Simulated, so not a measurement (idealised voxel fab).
The process module presented herein is designated voxel lift off.
In the cross-section labelled cut, the width is 200 nm and each square cell is 5 nm.
When this document writes out a cross-section, it uses a grid of square cells and lists it as bands, beginning at the top and moving down, with a band standing for one or more rows of cells. It is stipulated that each band's entry specify, in nanometres, the height of the top of the band and then that of its bottom, followed by the materials of the band in left-to-right sequence, each together with its width in nanometres. A single material marked by the word "full width" is understood to fill the band from edge to edge; the word "blank" is understood to denote empty space. Ref level 0: as-received wafer is one material below here. Bottom band extends down with no lower bound ("0..down"). A two-number width, for instance "30->40", indicates that the width is equal to the first number in the top row of the band and to the second number in the bottom row, and that it changes by a constant amount per row of cells. It should be understood that the words "no alterations made", when stated for a given step, signify that the cross-section underwent no change in any of its cells during that step. "Trapped cavities" specifies each empty space that is not open to the top and that occupies no fewer than 8 cells, using the form width x height at distance, the distance measured from the left edge and all three quantities in nm. On each step's line, the part that comes after the settings is the simulator's own comment on the step. "overlay nm" denotes, for a step that has a mask, the displacement of the mask to the right of its planned place, with negative values corresponding to the left.

The process steps that were planned are listed below
1 RECEIVE,material Si
2 CONFORMAL_DEP,material Al2O3,thk nm 5
3 PATTERN,tone open,mask id LINES,material resist,width nm 20,pitch nm 45,thk nm 15,overlay nm 0
4 DIRECTIONAL_DEP,material Ru,thk nm 5
5 STRIP,etch materials resist
6 CONFORMAL_DEP,material SiO2,thk nm 5

Cross-section of the wafer upon arrival, representing the state reached after step 1
0..down  Si full width
Trapped cavities: none

Run as planned - first of the two wafers cross-sectioned at the end of the module
15..10  blank 40 nm / SiO2 30 nm / blank 15 nm / SiO2 30 nm / blank 15 nm / SiO2 30 nm / blank 40 nm
10..5  SiO2 45 nm / Ru 20 nm / SiO2 25 nm / Ru 20 nm / SiO2 25 nm / Ru 20 nm / SiO2 45 nm
5..0  Al2O3 full width
0..down  Si full width
Trapped cavities: none

second wafer at the end: like start, like plan, one mistake
15..10  SiO2 50 nm / blank 10 nm / SiO2 35 nm / blank 10 nm / SiO2 35 nm / blank 10 nm / SiO2 50 nm
10..5  Ru 45 nm / SiO2 20 nm / Ru 25 nm / SiO2 20 nm / Ru 25 nm / SiO2 20 nm / Ru 45 nm
5..0  Al2O3 full width
0..down  Si full width
Trapped cavities: none
Plan not followed: rather than as planned, step 3 actually ran as PATTERN,tone cover,mask id LINES,material resist,width nm 20,pitch nm 45,thk nm 15,overlay nm 0
The closing comparison, in cells, has the second wafer with more or fewer of some materials than the first: 16 more of Ru
